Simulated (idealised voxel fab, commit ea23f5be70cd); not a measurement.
process module | voxel capacitor over wiring
cross-section cut | 200 nm wide | cells 5 nm
A cross-section is a grid of square cells, given in bands from the top down. A band is one or more rows of cells.
Each band's line starts with the height of the band's top and of its bottom, in nm. Then come its materials from left to right, each with its width in nm. One material with "throughout" fills the band from edge to edge. "air" is empty space.
Height 0 is the level under which the wafer as received is all one material. The lowest band goes on downwards, as in "0 down".
A width such as "30 to 40" changes by the same amount from each row of cells to the next, from the band's top row to its bottom row.
"no change" after a step means that no cell of the cross-section changed.
closed voids: empty space of 8 cells or more with no open way to the top, each as width x height at its distance from the left edge, in nm
after a step's settings: what the simulator itself notes on the step
overlay nm, on a step with a mask: how far to the right of its planned place the mask lay; to the left if negative
Each pair below shows a cross-section before one step and the cross-section after it, down to the lowest band that changed. The line under each pair gives the step between them, with its settings. The pairs can come from different runs of this module on the same starting wafer, so a pair continues from the pair above only where its "before" says so.
before
  85 to 80: air 50 | HfO2 75 | air 75
  80 to 75: air 45 | TiN 85 | air 70
  75 to 65: TiN throughout
  65 to 45: SiO2 50 | Ru 15 | SiO2 135
  45 to 40: SiCN 50 | Ru 15 | SiCN 135
  40 to 15: SiO2 40 | W 25 | SiO2 70 | W 25 | SiO2 40
  15 to 10: SiO2 40 | TiN 25 | SiO2 70 | TiN 25 | SiO2 40
  10 to 0: SiO2 throughout
  0 down: Si throughout
  closed voids: none
after
  105 to 85: SiO2 throughout
  85 to 80: SiO2 50 | HfO2 75 | SiO2 75
  80 to 75: SiO2 45 | TiN 85 | SiO2 70
  below 75: unchanged
  closed voids: none
the step between: op FILL_DEP | material SiO2 | thk nm 20
before: the cross-section after the pair above
after
  100 to 85: SiO2 throughout
  below 85: unchanged
  closed voids: none
the step between: op CMP | height nm 100
before: the cross-section after the pair above
after
  110 to 100: aC throughout
  below 100: unchanged
  closed voids: none
the step between: op DIRECTIONAL_DEP | material aC | thk nm 10
before: the cross-section after the pair above
after
  140 to 110: resist 60 | air 15 | resist 125
  below 110: unchanged
  closed voids: none
the step between: op PATTERN | tone open | mask id PLUG_2 | material resist | width nm 15 | thk nm 30 | overlay nm 0
before: the cross-section after the pair above
after
  130 to 110: resist 60 | air 15 | resist 125
  110 to 100: aC 60 | air 15 | aC 125
  below 100: unchanged
  closed voids: none
the step between: op DIRECTIONAL_ETCH | etch materials aC | depth nm 10
before: the cross-section after the pair above
after
  110 to 100: aC 60 | air 15 | aC 125
  below 100: unchanged
  closed voids: none
the step between: op STRIP | etch materials resist
before: the cross-section after the pair above
after
  110 to 100: aC 60 | air 15 | aC 125
  100 to 85: SiO2 60 | air 15 | SiO2 125
  below 85: unchanged
  closed voids: none
the step between: op DIRECTIONAL_ETCH | etch materials SiO2 | depth nm 15
before: the cross-section after the pair above
after
  100 to 85: SiO2 60 | air 15 | SiO2 125
  below 85: unchanged
  closed voids: none
the step between: op STRIP | etch materials aC
before: the cross-section after the pair above
after
  105 to 100: TiN 65 | air 5 | TiN 130
  100 to 90: SiO2 60 | TiN 5 | air 5 | TiN 5 | SiO2 125
  90 to 85: SiO2 60 | TiN 15 | SiO2 125
  below 85: unchanged
  closed voids: none
the step between: op CONFORMAL_DEP | material TiN | thk nm 5
before: the cross-section after the pair above
after
  110 to 105: Ru throughout
  105 to 100: TiN 65 | Ru 5 | TiN 130
  100 to 90: SiO2 60 | TiN 5 | Ru 5 | TiN 5 | SiO2 125
  below 90: unchanged
  closed voids: none
the step between: op FILL_DEP | material Ru | thk nm 5
before: the cross-section after the pair above
after
  100 to 90: SiO2 60 | TiN 5 | Ru 5 | TiN 5 | SiO2 125
  below 90: unchanged
  closed voids: none
the step between: op CMP | height nm 100
before: the cross-section after the pair above
after
  105 to 100: SiN throughout
  below 100: unchanged
  closed voids: none
the step between: op CONFORMAL_DEP | material SiN | thk nm 5
before
  65 to 45: SiO2 throughout
  45 to 40: SiCN throughout
  40 to 15: SiO2 40 | W 25 | SiO2 70 | W 25 | SiO2 40
  15 to 10: SiO2 40 | TiN 25 | SiO2 70 | TiN 25 | SiO2 40
  10 to 0: SiO2 throughout
  0 down: Si throughout
  closed voids: none
after
  65 to 50: SiO2 50 | air 15 | SiO2 135
  below 50: unchanged
  closed voids: none
the step between: op MASKED_ETCH | tone open | mask id PLUG_1 | width nm 15 | etch materials SiO2 | depth nm 15 | overlay nm 0
before: the cross-section after the pair above
after
  70 to 65: TiN 50 | air 15 | TiN 135
  65 to 55: SiO2 50 | air 15 | SiO2 135
  55 to 50: SiO2 50 | TiN 15 | SiO2 135
  below 50: unchanged
  closed voids: none
the step between: op DIRECTIONAL_DEP | material TiN | thk nm 5
before: the cross-section after the pair above
after
  75 to 70: HfO2 50 | air 15 | HfO2 135
  70 to 65: TiN 50 | air 15 | TiN 135
  65 to 60: SiO2 50 | air 15 | SiO2 135
  60 to 55: SiO2 50 | HfO2 15 | SiO2 135
  below 55: unchanged
  closed voids: none
the step between: op DIRECTIONAL_DEP | material HfO2 | thk nm 5
before: the cross-section after the pair above
after
  85 to 75: TiN 50 | air 15 | TiN 135
  75 to 70: HfO2 50 | air 15 | HfO2 135
  70 to 65: TiN throughout
  65 to 60: SiO2 50 | TiN 15 | SiO2 135
  below 60: unchanged
  closed voids: none
the step between: op DIRECTIONAL_DEP | material TiN | thk nm 10
before: the cross-section after the pair above
after
  105 to 85: air 50 | resist 75 | air 75
  85 to 75: TiN 50 | resist 15 | TiN 135
  75 to 70: HfO2 50 | resist 15 | HfO2 135
  below 70: unchanged
  closed voids: none
the step between: op PATTERN | tone cover | mask id UPPER_PLATE | material resist | width nm 75 | thk nm 20 | overlay nm 0
before: the cross-section after the pair above
after
  105 to 85: air 50 | resist 75 | air 75
  85 to 75: air 50 | resist 15 | TiN 60 | air 75
  below 75: unchanged
  closed voids: none
the step between: op DIRECTIONAL_ETCH | etch materials TiN | depth nm 10
before: the cross-section after the pair above
after
  105 to 85: air 50 | resist 75 | air 75
  85 to 75: air 50 | resist 15 | TiN 60 | air 75
  75 to 70: air 50 | resist 15 | HfO2 60 | air 75
  below 70: unchanged
  closed voids: none
the step between: op DIRECTIONAL_ETCH | etch materials HfO2 | depth nm 5
before: the cross-section after the pair above
after
  85 to 75: air 65 | TiN 60 | air 75
  75 to 70: air 65 | HfO2 60 | air 75
  below 70: unchanged
  closed voids: none
the step between: op STRIP | etch materials resist
before: the cross-section after the pair above
after
  95 to 85: air 65 | aC 60 | air 75
  85 to 80: air 65 | TiN 60 | air 75
  80 to 75: aC 65 | TiN 60 | aC 75
  75 to 70: aC 65 | HfO2 60 | aC 75
  below 70: unchanged
  closed voids: none
the step between: op DIRECTIONAL_DEP | material aC | thk nm 10
before: the cross-section after the pair above
after
  125 to 95: air 45 | resist 85 | air 70
  95 to 85: air 45 | resist 20 | aC 60 | resist 5 | air 70
  85 to 80: air 45 | resist 20 | TiN 60 | resist 5 | air 70
  below 80: unchanged
  closed voids: none
the step between: op PATTERN | tone cover | mask id LOWER_PLATE | material resist | width nm 85 | thk nm 30 | overlay nm 0
before: the cross-section after the pair above
after
  115 to 95: air 45 | resist 85 | air 70
  95 to 85: air 45 | resist 20 | aC 60 | resist 5 | air 70
  85 to 80: air 45 | resist 20 | TiN 60 | resist 5 | air 70
  80 to 75: air 45 | aC 20 | TiN 60 | aC 5 | air 70
  75 to 70: air 45 | aC 20 | HfO2 60 | aC 5 | air 70
  below 70: unchanged
  closed voids: none
the step between: op DIRECTIONAL_ETCH | etch materials aC | depth nm 10
before: the cross-section after the pair above
after
  95 to 85: air 65 | aC 60 | air 75
  85 to 80: air 65 | TiN 60 | air 75
  below 80: unchanged
  closed voids: none
the step between: op STRIP | etch materials resist
before: the cross-section after the pair above
after
  95 to 85: air 65 | aC 60 | air 75
  85 to 80: air 65 | TiN 60 | air 75
  80 to 75: air 45 | aC 20 | TiN 60 | aC 5 | air 70
  75 to 70: air 45 | aC 20 | HfO2 60 | aC 5 | air 70
  70 to 65: air 45 | TiN 85 | air 70
  below 65: unchanged
  closed voids: none
the step between: op DIRECTIONAL_ETCH | etch materials TiN | depth nm 5
before: the cross-section after the pair above
after
  85 to 75: air 65 | TiN 60 | air 75
  75 to 70: air 65 | HfO2 60 | air 75
  below 70: unchanged
  closed voids: none
the step between: op STRIP | etch materials aC
before: the cross-section after the pair above
after
  105 to 85: SiO2 throughout
  85 to 75: SiO2 65 | TiN 60 | SiO2 75
  75 to 70: SiO2 65 | HfO2 60 | SiO2 75
  70 to 60: SiO2 45 to 50 | TiN 85 to 15 | SiO2 70 to 135
  below 60: unchanged
  closed voids: none
the step between: op FILL_DEP | material SiO2 | thk nm 20
before: the cross-section after the pair above
after
  100 to 85: SiO2 throughout
  below 85: unchanged
  closed voids: none
the step between: op CMP | height nm 100
before: the cross-section after the pair above
after
  110 to 100: aC throughout
  below 100: unchanged
  closed voids: none
the step between: op DIRECTIONAL_DEP | material aC | thk nm 10
before: the cross-section after the pair above
after
  140 to 110: resist 60 | air 15 | resist 125
  below 110: unchanged
  closed voids: none
the step between: op PATTERN | tone open | mask id PLUG_2 | material resist | width nm 15 | thk nm 30 | overlay nm 0
before: the cross-section after the pair above
after
  130 to 110: resist 60 | air 15 | resist 125
  110 to 100: aC 60 | air 15 | aC 125
  below 100: unchanged
  closed voids: none
the step between: op DIRECTIONAL_ETCH | etch materials aC | depth nm 10
before: the cross-section after the pair above
after
  110 to 100: aC 60 | air 15 | aC 125
  below 100: unchanged
  closed voids: none
the step between: op STRIP | etch materials resist
before: the cross-section after the pair above
after
  110 to 100: aC 60 | air 15 | aC 125
  100 to 85: SiO2 60 | air 15 | SiO2 125
  below 85: unchanged
  closed voids: none
the step between: op DIRECTIONAL_ETCH | etch materials SiO2 | depth nm 15
before: the cross-section after the pair above
after
  100 to 85: SiO2 60 | air 15 | SiO2 125
  below 85: unchanged
  closed voids: none
the step between: op STRIP | etch materials aC
before: the cross-section after the pair above
after
  105 to 100: TiN 65 | air 5 | TiN 130
  100 to 90: SiO2 60 | TiN 5 | air 5 | TiN 5 | SiO2 125
  90 to 85: SiO2 60 | TiN 15 | SiO2 125
  below 85: unchanged
  closed voids: none
the step between: op CONFORMAL_DEP | material TiN | thk nm 5
before: the cross-section after the pair above
after
  110 to 105: Ru throughout
  105 to 100: TiN 65 | Ru 5 | TiN 130
  100 to 90: SiO2 60 | TiN 5 | Ru 5 | TiN 5 | SiO2 125
  below 90: unchanged
  closed voids: none
the step between: op FILL_DEP | material Ru | thk nm 5
before: the cross-section after the pair above
after
  100 to 90: SiO2 60 | TiN 5 | Ru 5 | TiN 5 | SiO2 125
  below 90: unchanged
  closed voids: none
the step between: op CMP | height nm 100
before: the cross-section after the pair above
after
  105 to 100: SiN throughout
  below 100: unchanged
  closed voids: none
the step between: op CONFORMAL_DEP | material SiN | thk nm 5
before
  40 to 15: W throughout
  15 to 10: TiN throughout
  10 to 0: SiO2 throughout
  0 down: Si throughout
  closed voids: none
after
  40 to 15: air 40 | W 30 | air 65 | W 30 | air 35
  below 15: unchanged
  closed voids: none
the step between: op MASKED_ETCH | tone cover | mask id METAL_1 | width nm 30 | pitch nm 95 | etch materials W | depth nm 25 | overlay nm 0
before: the cross-section after the pair above
after
  40 to 15: air 40 | W 30 | air 65 | W 30 | air 35
  15 to 10: air 40 | TiN 30 | air 65 | TiN 30 | air 35
  below 10: unchanged
  closed voids: none
the step between: op MASKED_ETCH | tone cover | mask id METAL_1 | width nm 25 | pitch nm 95 | etch materials TiN | depth nm 5 | overlay nm 0
before: the cross-section after the pair above
after
  45 to 40: SiO2 throughout
  40 to 15: SiO2 40 | W 30 | SiO2 65 | W 30 | SiO2 35
  15 to 10: SiO2 40 | TiN 30 | SiO2 65 | TiN 30 | SiO2 35
  below 10: unchanged
  closed voids: none
the step between: op FILL_DEP | material SiO2 | thk nm 5
before: the cross-section after the pair above
after
  40 to 15: SiO2 40 | W 30 | SiO2 65 | W 30 | SiO2 35
  below 15: unchanged
  closed voids: none
the step between: op CMP | height nm 40
before: the cross-section after the pair above
after
  45 to 40: SiCN throughout
  below 40: unchanged
  closed voids: none
the step between: op CONFORMAL_DEP | material SiCN | thk nm 5
before: the cross-section after the pair above
after
  65 to 45: SiO2 throughout
  below 45: unchanged
  closed voids: none
the step between: op DIRECTIONAL_DEP | material SiO2 | thk nm 20
before: the cross-section after the pair above
after
  65 to 45: SiO2 50 | air 15 | SiO2 135
  below 45: unchanged
  closed voids: none
the step between: op MASKED_ETCH | tone open | mask id PLUG_1 | width nm 15 | etch materials SiO2 | depth nm 20 | overlay nm 0
before: the cross-section after the pair above
after
  65 to 45: SiO2 50 | air 15 | SiO2 135
  45 to 40: SiCN 50 | air 15 | SiCN 135
  below 40: unchanged
  closed voids: none
the step between: op MASKED_ETCH | tone open | mask id PLUG_1 | width nm 15 | etch materials SiCN | depth nm 5 | overlay nm 0
before: the cross-section after the pair above
after
  65 to 50: SiO2 50 | air 15 | SiO2 135
  50 to 45: SiO2 50 | Ru 15 | SiO2 135
  45 to 40: SiCN 50 | Ru 15 | SiCN 135
  below 40: unchanged
  closed voids: none
the step between: op EPI | material Ru | thk nm 10
before: the cross-section after the pair above
after
  65 to 60: SiO2 50 | air 15 | SiO2 135
  60 to 45: SiO2 50 | Ru 15 | SiO2 135
  below 45: unchanged
  closed voids: none
the step between: op EPI | material Ru | thk nm 10
before: the cross-section after the pair above
after
  65 to 45: SiO2 50 | Ru 15 | SiO2 135
  below 45: unchanged
  closed voids: none
the step between: op EPI | material Ru | thk nm 5
before: the cross-section after the pair above
after
  70 to 65: TiN throughout
  below 65: unchanged
  closed voids: none
the step between: op DIRECTIONAL_DEP | material TiN | thk nm 5
before: the cross-section after the pair above
after
  75 to 70: HfO2 throughout
  below 70: unchanged
  closed voids: none
the step between: op DIRECTIONAL_DEP | material HfO2 | thk nm 5
before: the cross-section after the pair above
after
  85 to 75: TiN throughout
  below 75: unchanged
  closed voids: none
the step between: op DIRECTIONAL_DEP | material TiN | thk nm 10
before: the cross-section after the pair above
after
  105 to 85: air 50 | resist 75 | air 75
  below 85: unchanged
  closed voids: none
the step between: op PATTERN | tone cover | mask id UPPER_PLATE | material resist | width nm 75 | thk nm 20 | overlay nm 0
before: the cross-section after the pair above
after
  105 to 85: air 50 | resist 75 | air 75
  85 to 75: air 50 | TiN 75 | air 75
  below 75: unchanged
  closed voids: none
the step between: op DIRECTIONAL_ETCH | etch materials TiN | depth nm 10
before: the cross-section after the pair above
after
  105 to 85: air 50 | resist 75 | air 75
  85 to 75: air 50 | TiN 75 | air 75
  75 to 70: air 50 | HfO2 75 | air 75
  below 70: unchanged
  closed voids: none
the step between: op DIRECTIONAL_ETCH | etch materials HfO2 | depth nm 5
before: the cross-section after the pair above
after
  85 to 75: air 50 | TiN 75 | air 75
  below 75: unchanged
  closed voids: none
the step between: op STRIP | etch materials resist
before: the cross-section after the pair above
after
  95 to 85: air 50 | aC 75 | air 75
  85 to 80: air 50 | TiN 75 | air 75
  80 to 75: aC 50 | TiN 75 | aC 75
  75 to 70: aC 50 | HfO2 75 | aC 75
  below 70: unchanged
  closed voids: none
the step between: op DIRECTIONAL_DEP | material aC | thk nm 10
before: the cross-section after the pair above
after
  125 to 95: air 45 | resist 85 | air 70
  95 to 85: air 45 | resist 5 | aC 75 | resist 5 | air 70
  85 to 80: air 45 | resist 5 | TiN 75 | resist 5 | air 70
  below 80: unchanged
  closed voids: none
the step between: op PATTERN | tone cover | mask id LOWER_PLATE | material resist | width nm 85 | thk nm 30 | overlay nm 0
before: the cross-section after the pair above
after
  115 to 95: air 45 | resist 85 | air 70
  95 to 85: air 45 | resist 5 | aC 75 | resist 5 | air 70
  85 to 80: air 45 | resist 5 | TiN 75 | resist 5 | air 70
  80 to 75: air 45 | aC 5 | TiN 75 | aC 5 | air 70
  75 to 70: air 45 | aC 5 | HfO2 75 | aC 5 | air 70
  below 70: unchanged
  closed voids: none
the step between: op DIRECTIONAL_ETCH | etch materials aC | depth nm 10
before: the cross-section after the pair above
after
  95 to 85: air 50 | aC 75 | air 75
  85 to 80: air 50 | TiN 75 | air 75
  below 80: unchanged
  closed voids: none
the step between: op STRIP | etch materials resist
before: the cross-section after the pair above
after
  95 to 85: air 50 | aC 75 | air 75
  85 to 80: air 50 | TiN 75 | air 75
  80 to 75: air 45 | aC 5 | TiN 75 | aC 5 | air 70
  75 to 70: air 45 | aC 5 | HfO2 75 | aC 5 | air 70
  70 to 65: air 45 | TiN 85 | air 70
  below 65: unchanged
  closed voids: none
the step between: op DIRECTIONAL_ETCH | etch materials TiN | depth nm 5
before: the cross-section after the pair above
after
  85 to 75: air 50 | TiN 75 | air 75
  75 to 70: air 50 | HfO2 75 | air 75
  below 70: unchanged
  closed voids: none
the step between: op STRIP | etch materials aC
before: the cross-section after the pair above
after
  105 to 85: SiO2 throughout
  85 to 75: SiO2 50 | TiN 75 | SiO2 75
  75 to 70: SiO2 50 | HfO2 75 | SiO2 75
  70 to 65: SiO2 45 | TiN 85 | SiO2 70
  below 65: unchanged
  closed voids: none
the step between: op FILL_DEP | material SiO2 | thk nm 20
before: the cross-section after the pair above
after
  100 to 85: SiO2 throughout
  below 85: unchanged
  closed voids: none
the step between: op CMP | height nm 100
before: the cross-section after the pair above
after
  110 to 100: aC throughout
  below 100: unchanged
  closed voids: none
the step between: op DIRECTIONAL_DEP | material aC | thk nm 10
before: the cross-section after the pair above
after
  140 to 110: resist 60 | air 15 | resist 125
  below 110: unchanged
  closed voids: none
the step between: op PATTERN | tone open | mask id PLUG_2 | material resist | width nm 15 | thk nm 30 | overlay nm 0
before: the cross-section after the pair above
after
  130 to 110: resist 60 | air 15 | resist 125
  110 to 100: aC 60 | air 15 | aC 125
  below 100: unchanged
  closed voids: none
the step between: op DIRECTIONAL_ETCH | etch materials aC | depth nm 10
before: the cross-section after the pair above
after
  110 to 100: aC 60 | air 15 | aC 125
  below 100: unchanged
  closed voids: none
the step between: op STRIP | etch materials resist
before: the cross-section after the pair above
after
  110 to 100: aC 60 | air 15 | aC 125
  100 to 85: SiO2 60 | air 15 | SiO2 125
  below 85: unchanged
  closed voids: none
the step between: op DIRECTIONAL_ETCH | etch materials SiO2 | depth nm 15
before: the cross-section after the pair above
after
  100 to 85: SiO2 60 | air 15 | SiO2 125
  below 85: unchanged
  closed voids: none
the step between: op STRIP | etch materials aC
before: the cross-section after the pair above
after
  105 to 100: TiN 65 | air 5 | TiN 130
  100 to 90: SiO2 60 | TiN 5 | air 5 | TiN 5 | SiO2 125
  90 to 85: SiO2 60 | TiN 15 | SiO2 125
  below 85: unchanged
  closed voids: none
the step between: op CONFORMAL_DEP | material TiN | thk nm 5
before: the cross-section after the pair above
after
  110 to 105: Ru throughout
  105 to 100: TiN 65 | Ru 5 | TiN 130
  100 to 90: SiO2 60 | TiN 5 | Ru 5 | TiN 5 | SiO2 125
  below 90: unchanged
  closed voids: none
the step between: op FILL_DEP | material Ru | thk nm 5
before: the cross-section after the pair above
after
  100 to 90: SiO2 60 | TiN 5 | Ru 5 | TiN 5 | SiO2 125
  below 90: unchanged
  closed voids: none
the step between: op CMP | height nm 100
before: the cross-section after the pair above
after
  105 to 100: SiN throughout
  below 100: unchanged
  closed voids: none
the step between: op CONFORMAL_DEP | material SiN | thk nm 5
before
  65 to 45: SiO2 50 | air 15 | SiO2 135
  45 to 40: SiCN throughout
  40 to 15: SiO2 40 | W 25 | SiO2 70 | W 25 | SiO2 40
  15 to 10: SiO2 40 | TiN 25 | SiO2 70 | TiN 25 | SiO2 40
  10 to 0: SiO2 throughout
  0 down: Si throughout
  closed voids: none
after
  65 to 45: SiO2 50 | air 15 | SiO2 135
  45 to 40: SiCN 50 | air 10 | SiCN 140
  below 40: unchanged
  closed voids: none
the step between: op MASKED_ETCH | tone open | mask id PLUG_1 | width nm 15 | etch materials SiCN | depth nm 5 | overlay nm -5
before: the cross-section after the pair above
after
  65 to 50: SiO2 50 | air 15 | SiO2 135
  50 to 45: SiO2 50 | Ru 15 | SiO2 135
  45 to 40: SiCN 50 | Ru 10 | SiCN 140
  below 40: unchanged
  closed voids: none
the step between: op EPI | material Ru | thk nm 10
before: the cross-section after the pair above
after
  65 to 60: SiO2 50 | air 15 | SiO2 135
  60 to 45: SiO2 50 | Ru 15 | SiO2 135
  below 45: unchanged
  closed voids: none
the step between: op EPI | material Ru | thk nm 10
before: the cross-section after the pair above
after
  65 to 45: SiO2 50 | Ru 15 | SiO2 135
  below 45: unchanged
  closed voids: none
the step between: op EPI | material Ru | thk nm 5
before: the cross-section after the pair above
after
  70 to 65: TiN throughout
  below 65: unchanged
  closed voids: none
the step between: op DIRECTIONAL_DEP | material TiN | thk nm 5
before: the cross-section after the pair above
after
  75 to 70: HfO2 throughout
  below 70: unchanged
  closed voids: none
the step between: op DIRECTIONAL_DEP | material HfO2 | thk nm 5
before: the cross-section after the pair above
after
  85 to 75: TiN throughout
  below 75: unchanged
  closed voids: none
the step between: op DIRECTIONAL_DEP | material TiN | thk nm 10
before: the cross-section after the pair above
after
  105 to 85: air 50 | resist 75 | air 75
  below 85: unchanged
  closed voids: none
the step between: op PATTERN | tone cover | mask id UPPER_PLATE | material resist | width nm 75 | thk nm 20 | overlay nm 0
before: the cross-section after the pair above
after
  105 to 85: air 50 | resist 75 | air 75
  85 to 75: air 50 | TiN 75 | air 75
  below 75: unchanged
  closed voids: none
the step between: op DIRECTIONAL_ETCH | etch materials TiN | depth nm 10
before: the cross-section after the pair above
after
  105 to 85: air 50 | resist 75 | air 75
  85 to 75: air 50 | TiN 75 | air 75
  75 to 70: air 50 | HfO2 75 | air 75
  below 70: unchanged
  closed voids: none
the step between: op DIRECTIONAL_ETCH | etch materials HfO2 | depth nm 5
before: the cross-section after the pair above
after
  85 to 75: air 50 | TiN 75 | air 75
  below 75: unchanged
  closed voids: none
the step between: op STRIP | etch materials resist
before: the cross-section after the pair above
after
  95 to 85: air 50 | aC 75 | air 75
  85 to 80: air 50 | TiN 75 | air 75
  80 to 75: aC 50 | TiN 75 | aC 75
  75 to 70: aC 50 | HfO2 75 | aC 75
  below 70: unchanged
  closed voids: none
the step between: op DIRECTIONAL_DEP | material aC | thk nm 10
before: the cross-section after the pair above
after
  125 to 95: air 45 | resist 85 | air 70
  95 to 85: air 45 | resist 5 | aC 75 | resist 5 | air 70
  85 to 80: air 45 | resist 5 | TiN 75 | resist 5 | air 70
  below 80: unchanged
  closed voids: none
the step between: op PATTERN | tone cover | mask id LOWER_PLATE | material resist | width nm 85 | thk nm 30 | overlay nm 0
before: the cross-section after the pair above
after
  115 to 95: air 45 | resist 85 | air 70
  95 to 85: air 45 | resist 5 | aC 75 | resist 5 | air 70
  85 to 80: air 45 | resist 5 | TiN 75 | resist 5 | air 70
  80 to 75: air 45 | aC 5 | TiN 75 | aC 5 | air 70
  75 to 70: air 45 | aC 5 | HfO2 75 | aC 5 | air 70
  below 70: unchanged
  closed voids: none
the step between: op DIRECTIONAL_ETCH | etch materials aC | depth nm 10
before: the cross-section after the pair above
after
  95 to 85: air 50 | aC 75 | air 75
  85 to 80: air 50 | TiN 75 | air 75
  below 80: unchanged
  closed voids: none
the step between: op STRIP | etch materials resist
before: the cross-section after the pair above
after
  95 to 85: air 50 | aC 75 | air 75
  85 to 80: air 50 | TiN 75 | air 75
  80 to 75: air 45 | aC 5 | TiN 75 | aC 5 | air 70
  75 to 70: air 45 | aC 5 | HfO2 75 | aC 5 | air 70
  70 to 65: air 45 | TiN 85 | air 70
  below 65: unchanged
  closed voids: none
the step between: op DIRECTIONAL_ETCH | etch materials TiN | depth nm 5
before: the cross-section after the pair above
after
  85 to 75: air 50 | TiN 75 | air 75
  75 to 70: air 50 | HfO2 75 | air 75
  below 70: unchanged
  closed voids: none
the step between: op STRIP | etch materials aC
before: the cross-section after the pair above
after
  105 to 85: SiO2 throughout
  85 to 75: SiO2 50 | TiN 75 | SiO2 75
  75 to 70: SiO2 50 | HfO2 75 | SiO2 75
  70 to 65: SiO2 45 | TiN 85 | SiO2 70
  below 65: unchanged
  closed voids: none
the step between: op FILL_DEP | material SiO2 | thk nm 20
before: the cross-section after the pair above
after
  100 to 85: SiO2 throughout
  below 85: unchanged
  closed voids: none
the step between: op CMP | height nm 100
before: the cross-section after the pair above
after
  110 to 100: aC throughout
  below 100: unchanged
  closed voids: none
the step between: op DIRECTIONAL_DEP | material aC | thk nm 10
before: the cross-section after the pair above
after
  140 to 110: resist 60 | air 15 | resist 125
  below 110: unchanged
  closed voids: none
the step between: op PATTERN | tone open | mask id PLUG_2 | material resist | width nm 15 | thk nm 30 | overlay nm 0
before: the cross-section after the pair above
after
  130 to 110: resist 60 | air 15 | resist 125
  110 to 100: aC 60 | air 15 | aC 125
  below 100: unchanged
  closed voids: none
the step between: op DIRECTIONAL_ETCH | etch materials aC | depth nm 10
before: the cross-section after the pair above
after
  110 to 100: aC 60 | air 15 | aC 125
  below 100: unchanged
  closed voids: none
the step between: op STRIP | etch materials resist
before: the cross-section after the pair above
after
  110 to 100: aC 60 | air 15 | aC 125
  100 to 85: SiO2 60 | air 15 | SiO2 125
  below 85: unchanged
  closed voids: none
the step between: op DIRECTIONAL_ETCH | etch materials SiO2 | depth nm 15
before: the cross-section after the pair above
after
  100 to 85: SiO2 60 | air 15 | SiO2 125
  below 85: unchanged
  closed voids: none
the step between: op STRIP | etch materials aC
before: the cross-section after the pair above
after
  105 to 100: TiN 65 | air 5 | TiN 130
  100 to 90: SiO2 60 | TiN 5 | air 5 | TiN 5 | SiO2 125
  90 to 85: SiO2 60 | TiN 15 | SiO2 125
  below 85: unchanged
  closed voids: none
the step between: op CONFORMAL_DEP | material TiN | thk nm 5
before: the cross-section after the pair above
after
  110 to 105: Ru throughout
  105 to 100: TiN 65 | Ru 5 | TiN 130
  100 to 90: SiO2 60 | TiN 5 | Ru 5 | TiN 5 | SiO2 125
  below 90: unchanged
  closed voids: none
the step between: op FILL_DEP | material Ru | thk nm 5
before: the cross-section after the pair above
after
  100 to 90: SiO2 60 | TiN 5 | Ru 5 | TiN 5 | SiO2 125
  below 90: unchanged
  closed voids: none
the step between: op CMP | height nm 100
before: the cross-section after the pair above
after
  105 to 100: SiN throughout
  below 100: unchanged
  closed voids: none
the step between: op CONFORMAL_DEP | material SiN | thk nm 5
before
  65 to 45: SiO2 50 | Ru 15 | SiO2 135
  45 to 40: SiCN 50 | Ru 15 | SiCN 135
  40 to 15: SiO2 40 | W 25 | SiO2 70 | W 25 | SiO2 40
  15 to 10: SiO2 40 | TiN 25 | SiO2 70 | TiN 25 | SiO2 40
  10 to 0: SiO2 throughout
  0 down: Si throughout
  closed voids: none
after
  70 to 65: SiCN throughout
  below 65: unchanged
  closed voids: none
the step between: op DIRECTIONAL_DEP | material SiCN | thk nm 5
before: the cross-section after the pair above
after
  75 to 70: HfO2 throughout
  below 70: unchanged
  closed voids: none
the step between: op DIRECTIONAL_DEP | material HfO2 | thk nm 5
before: the cross-section after the pair above
after
  85 to 75: TiN throughout
  below 75: unchanged
  closed voids: none
the step between: op DIRECTIONAL_DEP | material TiN | thk nm 10
before: the cross-section after the pair above
after
  105 to 85: air 50 | resist 75 | air 75
  below 85: unchanged
  closed voids: none
the step between: op PATTERN | tone cover | mask id UPPER_PLATE | material resist | width nm 75 | thk nm 20 | overlay nm 0
before: the cross-section after the pair above
after
  105 to 85: air 50 | resist 75 | air 75
  85 to 75: air 50 | TiN 75 | air 75
  below 75: unchanged
  closed voids: none
the step between: op DIRECTIONAL_ETCH | etch materials TiN | depth nm 10
before: the cross-section after the pair above
after
  105 to 85: air 50 | resist 75 | air 75
  85 to 75: air 50 | TiN 75 | air 75
  75 to 70: air 50 | HfO2 75 | air 75
  below 70: unchanged
  closed voids: none
the step between: op DIRECTIONAL_ETCH | etch materials HfO2 | depth nm 5
before: the cross-section after the pair above
after
  85 to 75: air 50 | TiN 75 | air 75
  below 75: unchanged
  closed voids: none
the step between: op STRIP | etch materials resist
before: the cross-section after the pair above
after
  95 to 85: air 50 | aC 75 | air 75
  85 to 80: air 50 | TiN 75 | air 75
  80 to 75: aC 50 | TiN 75 | aC 75
  75 to 70: aC 50 | HfO2 75 | aC 75
  below 70: unchanged
  closed voids: none
the step between: op DIRECTIONAL_DEP | material aC | thk nm 10
before: the cross-section after the pair above
after
  125 to 95: air 45 | resist 85 | air 70
  95 to 85: air 45 | resist 5 | aC 75 | resist 5 | air 70
  85 to 80: air 45 | resist 5 | TiN 75 | resist 5 | air 70
  below 80: unchanged
  closed voids: none
the step between: op PATTERN | tone cover | mask id LOWER_PLATE | material resist | width nm 85 | thk nm 30 | overlay nm 0
before: the cross-section after the pair above
after
  115 to 95: air 45 | resist 85 | air 70
  95 to 85: air 45 | resist 5 | aC 75 | resist 5 | air 70
  85 to 80: air 45 | resist 5 | TiN 75 | resist 5 | air 70
  80 to 75: air 45 | aC 5 | TiN 75 | aC 5 | air 70
  75 to 70: air 45 | aC 5 | HfO2 75 | aC 5 | air 70
  below 70: unchanged
  closed voids: none
the step between: op DIRECTIONAL_ETCH | etch materials aC | depth nm 10
before: the cross-section after the pair above
after
  95 to 85: air 50 | aC 75 | air 75
  85 to 80: air 50 | TiN 75 | air 75
  below 80: unchanged
  closed voids: none
the step between: op STRIP | etch materials resist
before: the cross-section after the pair above
after
  85 to 75: air 50 | TiN 75 | air 75
  75 to 70: air 50 | HfO2 75 | air 75
  below 70: unchanged
  closed voids: none
the step between: op STRIP | etch materials aC
before: the cross-section after the pair above
after
  105 to 85: SiO2 throughout
  85 to 75: SiO2 50 | TiN 75 | SiO2 75
  75 to 70: SiO2 50 | HfO2 75 | SiO2 75
  below 70: unchanged
  closed voids: none
the step between: op FILL_DEP | material SiO2 | thk nm 20
before: the cross-section after the pair above
after
  100 to 85: SiO2 throughout
  below 85: unchanged
  closed voids: none
the step between: op CMP | height nm 100
before: the cross-section after the pair above
after
  110 to 100: aC throughout
  below 100: unchanged
  closed voids: none
the step between: op DIRECTIONAL_DEP | material aC | thk nm 10
before: the cross-section after the pair above
after
  140 to 110: resist 60 | air 15 | resist 125
  below 110: unchanged
  closed voids: none
the step between: op PATTERN | tone open | mask id PLUG_2 | material resist | width nm 15 | thk nm 30 | overlay nm 0
